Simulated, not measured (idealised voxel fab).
The name of this process module is voxel double patterning.
Square cell edge 5 nm, section width 295 nm, ID cut.
Reading order for cross-sections: top band down to bottom band. Underlying form: a grid of square cells. Band size: one or more rows of cells.
Per band: top height and bottom height in nm, followed by the left-to-right materials and their widths in nm; "edge to edge" marks a single material spanning edge to edge, "air" marks empty space.
Height reference: 0 = level under which incoming wafer is all one material. Lowest band: no bottom, runs on downward, e.g. "0..down".
A width given as "30->40" starts at the first number in the band's top row and ends at the second number in its bottom row, shifting by an equal amount at every step from row to row.
"left unchanged", as given for a step, is the statement that not any cell of the cross-section underwent a change during that step.
"Trapped void list" means: voids of 8 cells or more that are shut off from the top with no open way through. Written width x height at distance, distance from the left edge, in nm.
On a step's line, text after the settings is the simulator commenting on that step.
overlay nm: where the mask lay relative to plan, measured to the right, on steps with a mask; negatives go left.

# The process steps that were planned are listed below
step 1: RECEIVE: material Si
step 2: CONFORMAL_DEP: material SiN, thk nm 5
step 3: DIRECTIONAL_DEP: material SiO2, thk nm 15
step 4: DIRECTIONAL_DEP: material SiCN, thk nm 10
step 5: MASKED_ETCH: tone open, mask id FIRST, width nm 15, pitch nm 50, etch materials SiCN, depth nm 10, overlay nm 0
step 6: MASKED_ETCH: tone open, mask id SECOND, width nm 15, etch materials SiCN, depth nm 10, overlay nm 0
step 7: DIRECTIONAL_ETCH: etch materials SiO2, depth nm 15
step 8: STRIP: etch materials SiCN

# as received, after step 1
> 0..down: Si edge to edge
> Trapped void list: none

# Module complete, cross-section. Starting point and plan per above. One mistake made in running the module
> 20..5: SiO2 (120), air (15), SiO2 (5), air (15), SiO2 (15), air (15), SiO2 (110)
> 5..0: SiN edge to edge
> 0..down: Si edge to edge
> Trapped void list: none
What went wrong in running the wafer? step 5: run off-plan, actual operation and settings MASKED_ETCH: tone open, mask id FIRST, width nm 15, pitch nm 50, etch materials SiCN, depth nm 10, overlay nm 5
